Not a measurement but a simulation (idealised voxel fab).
Module name: voxel ribs on slabs (process module)
Cross-section cut spans 295 nm and uses square cells 5 nm in size.
Just so we're on the same page, the cross-sections are grids of square cells, and they're listed out in bands top to bottom, each band one or more rows deep.
Look at the band entry: it leads with the top's height and the bottom's height in nm. Then it lists the materials left to right, with a width in nm for each. The word "everywhere" on a single material says that material fills the band edge to edge. The word "air" is empty space.
Heights are reckoned from 0. Under this level, the received wafer is all of one material. The bottommost band is open-ended downward, for example "0..down".
A width given as "30->40" starts at the first number in the band's top row and ends at the second number in its bottom row, shifting by an equal amount at every step from row to row.
Where the words "changes: none" appear for a step, the cross-section shows no cell changed by that step; every cell remained as before.
The entry titled "Closed void entries" provides the empty spaces that have no open way to the top, restricted to those of 8 cells or more. Each is presented as width x height at distance, the distance being measured from the left edge, with all three in nm.
Formally, on a step line, whatever follows the settings is a remark that the simulator itself makes on the step.
"overlay nm", when on a step's line for a step with a mask, measures how far to the right of its planned place the mask lay; a negative measure means to the left.
This section lists the process steps that were planned
1: RECEIVE, material Si
2: DIRECTIONAL_DEP, material SiO2, thk nm 30
3: DIRECTIONAL_DEP, material SiN, thk nm 15
4: PATTERN, tone cover, mask id RIB, material resist, width nm 15, thk nm 20, overlay nm 0
5: DIRECTIONAL_ETCH, etch materials SiN, depth nm 10
6: STRIP, etch materials resist
7: MASKED_ETCH, tone cover, mask id SLAB, width nm 75, etch materials SiN, depth nm 5, overlay nm 0
8: FILL_DEP, material SiO2, thk nm 25
9: CMP, height nm 65
10: DIRECTIONAL_DEP, material W, thk nm 10
11: DIRECTIONAL_DEP, material aC, thk nm 15
12: PATTERN, tone cover, mask id HEATER, material resist, width nm 25, thk nm 35, overlay nm 0
13: DIRECTIONAL_ETCH, etch materials aC, depth nm 15
14: STRIP, etch materials resist
15: DIRECTIONAL_ETCH, etch materials W, depth nm 10
16: STRIP, etch materials aC
17: CONFORMAL_DEP, material SiO2, thk nm 5
Cross-section of the incoming wafer, state after step 1
  0..down  Si everywhere
  Closed void entries: none
First of two wafers at the end of the module, shown in cross-section; run carried out as planned
  80..75  130 air  35 SiO2  130 air
  75..70  130 air  5 SiO2  25 W  5 SiO2  130 air
  70..65  135 SiO2  25 W  135 SiO2
  65..45  SiO2 everywhere
  45..35  140 SiO2  15 SiN  140 SiO2
  35..30  110 SiO2  75 SiN  110 SiO2
  30..0  SiO2 everywhere
  0..down  Si everywhere
  Closed void entries: none
Second wafer cross-section at end of module - shared start and plan with the first, one mistake in the run
  80..75  140 air  35 SiO2  120 air
  75..70  140 air  5 SiO2  25 W  5 SiO2  120 air
  70..65  145 SiO2  25 W  125 SiO2
  65..45  SiO2 everywhere
  45..35  140 SiO2  15 SiN  140 SiO2
  35..30  110 SiO2  75 SiN  110 SiO2
  30..0  SiO2 everywhere
  0..down  Si everywhere
  Closed void entries: none
It is concluded that the wafer was processed incorrectly with respect to the plan, in that step 12 was run on a setting that differed from the plan, and what really ran there is PATTERN, tone cover, mask id HEATER, material resist, width nm 25, thk nm 35, overlay nm 10
At the end, the second wafer has the same number of cells of each material as the first, but those cells sit in other places.
